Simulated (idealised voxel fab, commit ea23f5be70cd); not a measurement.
Title: Process Module voxel lift off
Section shown: cut. Width: 275 nm. Cell size: 5 nm, square.
Notation: cross-section as square-cell grid; stated in bands, top first, going down; one or more cell rows per band. Look at the band entry: it leads with the top's height and the bottom's height in nm. Then it lists the materials left to right, with a width in nm for each. The word "all across" on a single material says that material fills the band edge to edge. The word "blank" is empty space. The reference from which all heights are counted is 0, the level beneath which the as-received wafer is entirely one material; the lowest band, having no lower bound, proceeds downward and is written after the example "0 -> down". Graded width ("30..40"): value in top row of band = first number; value in bottom row = second number; row-to-row change constant. Step marked "no change"? Then no cell in the cross-section changed in it. Any empty space of 8 cells or more lacking an open way to the top shows up in "Voids lacking openings" as width x height at distance, distance from the left edge, in nm. Heads up: the bit after the settings on a step's line is the simulator's remark on that step. "overlay nm" denotes, for a step that has a mask, the displacement of the mask to the right of its planned place, with negative values corresponding to the left.

[Below is the list of planned process steps]
1. RECEIVE | material Si
2. CONFORMAL_DEP | material Al2O3 | thk nm 10
3. PATTERN | tone open | mask id LINES | material resist | width nm 15 | pitch nm 45 | thk nm 25 | overlay nm 0
4. DIRECTIONAL_DEP | material Ru | thk nm 15
5. STRIP | etch materials resist
6. CONFORMAL_DEP | material SiN | thk nm 10

[Cross-section, incoming material, after step 1]
  0 -> down = Si all across
  Voids lacking openings: none

[The module was run from the start shown above using the plan shown above, but one mistake was made doing it; the resulting wafer cross-section is below]
  35 -> 25 = blank 95 | SiN 40 | blank 5 | SiN 40 | blank 95
  25 -> 20 = blank 95 | SiN 10 | Ru 20 | SiN 10 | blank 5 | SiN 10 | Ru 20 | SiN 10 | blank 95
  20 -> 10 = SiN 105 | Ru 20 | SiN 25 | Ru 20 | SiN 105
  10 -> 0 = Al2O3 all across
  0 -> down = Si all across
  Voids lacking openings: none
Which mistake was made when the wafer was run? step 3, actual vs plan mismatch, actual run PATTERN | tone open | mask id LINES | material resist | width nm 20 | pitch nm 45 | thk nm 25 | overlay nm 0
